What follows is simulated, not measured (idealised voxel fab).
The process module that follows is named voxel transistor to metal.
140 nm wide, 5 nm square cells: that's cross-section cut.
Format of a cross-section: grid, square cells. Given as bands. Order: top down. Band: one or more rows of cells. Look at the band entry: it leads with the top's height and the bottom's height in nm. Then it lists the materials left to right, with a width in nm for each. The word "throughout" on a single material says that material fills the band edge to edge. The word "air" is empty space. Below 0: as-received wafer, all one material; heights counted from there. Lowest band: no bottom, goes on down, written "0 nm and below". With a width like "30..40", each row of cells in the band differs from the next by the same amount, the top row carrying the first number and the bottom row the second. "no modifications" (step): cross-section cells unchanged, all of them. Empty spaces counting at least 8 cells and having no open way to the top are listed in "Sealed voids". The notation width x height at distance is used for each, the distance being from the left edge and all three values in nm. If you see something after the settings on a step's line, that's the simulator's own remark about that step. A step line may carry the setting "overlay nm", which, for steps involving a mask, states the distance by which the mask lay to the right of its intended position; negative values denote displacement to the left.

Process steps - plan
1 RECEIVE: material Si
2 OXIDIZE: depth nm 5
3 CONFORMAL_DEP: material SiN, thk nm 15
4 PATTERN: tone cover, mask id ACTIVE, material resist, width nm 100, thk nm 15, overlay nm 0
5 DIRECTIONAL_ETCH: etch materials SiN, depth nm 15
6 DIRECTIONAL_ETCH: etch materials SiO2, depth nm 5
7 DIRECTIONAL_ETCH: etch materials Si, depth nm 30
8 STRIP: etch materials resist
9 OXIDIZE: depth nm 5
10 FILL_DEP: material SiO2, thk nm 10
11 CMP: height nm 15
12 SELECTIVE_ETCH: etch materials SiO2, depth nm 5
13 STRIP: etch materials SiN
14 SELECTIVE_ETCH: etch materials SiO2, depth nm 5
15 OXIDIZE: depth nm 5
16 DIRECTIONAL_DEP: material polySi, thk nm 20
17 DIRECTIONAL_DEP: material SiCN, thk nm 15
18 DIRECTIONAL_DEP: material aC, thk nm 15
19 PATTERN: tone cover, mask id GATE, material resist, width nm 20, thk nm 35, overlay nm 0
20 DIRECTIONAL_ETCH: etch materials aC, depth nm 15
21 STRIP: etch materials resist
22 DIRECTIONAL_ETCH: etch materials SiCN, depth nm 25
23 DIRECTIONAL_ETCH: etch materials polySi, depth nm 30
24 STRIP: etch materials aC
25 CONFORMAL_DEP: material SiN, thk nm 10
26 DIRECTIONAL_ETCH: etch materials SiN, depth nm 10
27 DIRECTIONAL_ETCH: etch materials SiO2, depth nm 5
28 DIRECTIONAL_ETCH: etch materials Si, depth nm 15
29 EPI: material nSi, thk nm 15
30 FILL_DEP: material SiO2, thk nm 10
31 CMP: height nm 30
32 DIRECTIONAL_DEP: material SiO2, thk nm 10
33 DIRECTIONAL_DEP: material aC, thk nm 15
34 PATTERN: tone open, mask id CONTACT, material resist, width nm 25, pitch nm 55, thk nm 35, overlay nm 0
35 DIRECTIONAL_ETCH: etch materials aC, depth nm 15
36 STRIP: etch materials resist
37 DIRECTIONAL_ETCH: etch materials SiO2, depth nm 50
38 STRIP: etch materials aC
39 CONFORMAL_DEP: material TiN, thk nm 5
40 FILL_DEP: material W, thk nm 10
41 CMP: height nm 40
42 CONFORMAL_DEP: material SiN, thk nm 5
43 DIRECTIONAL_DEP: material SiO2, thk nm 25
44 MASKED_ETCH: tone open, mask id METAL_1, width nm 15, pitch nm 65, etch materials SiO2, depth nm 25, overlay nm 0
45 MASKED_ETCH: tone open, mask id METAL_1, width nm 15, pitch nm 65, etch materials SiN, depth nm 5, overlay nm 0
46 CONFORMAL_DEP: material TiN, thk nm 5
47 FILL_DEP: material Ru, thk nm 10
48 CMP: height nm 70
49 CONFORMAL_DEP: material SiCN, thk nm 5
50 DIRECTIONAL_DEP: material lowk, thk nm 25
51 PATTERN: tone open, mask id METAL_2, material resist, width nm 15, pitch nm 65, thk nm 15, overlay nm 0
52 DIRECTIONAL_ETCH: etch materials lowk, depth nm 15
53 STRIP: etch materials resist
54 PATTERN: tone open, mask id METAL_2_HOLES, material resist, width nm 15, pitch nm 65, thk nm 20, overlay nm 0
55 DIRECTIONAL_ETCH: etch materials lowk, depth nm 10
56 DIRECTIONAL_ETCH: etch materials SiCN, depth nm 5
57 STRIP: etch materials resist
58 CONFORMAL_DEP: material TiN, thk nm 5
59 FILL_DEP: material Cu, thk nm 10
60 CMP: height nm 100
61 CONFORMAL_DEP: material SiN, thk nm 5
Among the wafers covered here, the point of difference is the width nm at step 54; their starting state is shared, and the plan presents the value of the first wafer.

The first of several wafers, as received after step 1, seen in section
- 0 nm and below: Si throughout
- Sealed voids: none

End of module, by wafer: material-by-material cell gain (+) or loss (-) since receipt, then closed voids
width nm 15 | +10 Cu | +10 Ru | -146 Si | +34 SiCN | +86 SiN | +302 SiO2 | +92 TiN | +26 W | +110 lowk | +48 nSi | +16 polySi | Sealed voids: none
width nm 20 | +12 Cu | +10 Ru | -146 Si | +34 SiCN | +86 SiN | +302 SiO2 | +94 TiN | +26 W | +106 lowk | +48 nSi | +16 polySi | Sealed voids: none
width nm 25 | +14 Cu | +10 Ru | -146 Si | +34 SiCN | +86 SiN | +302 SiO2 | +96 TiN | +26 W | +102 lowk | +48 nSi | +16 polySi | Sealed voids: none
width nm 30 | +16 Cu | +10 Ru | -146 Si | +34 SiCN | +86 SiN | +302 SiO2 | +98 TiN | +26 W | +98 lowk | +48 nSi | +16 polySi | Sealed voids: none
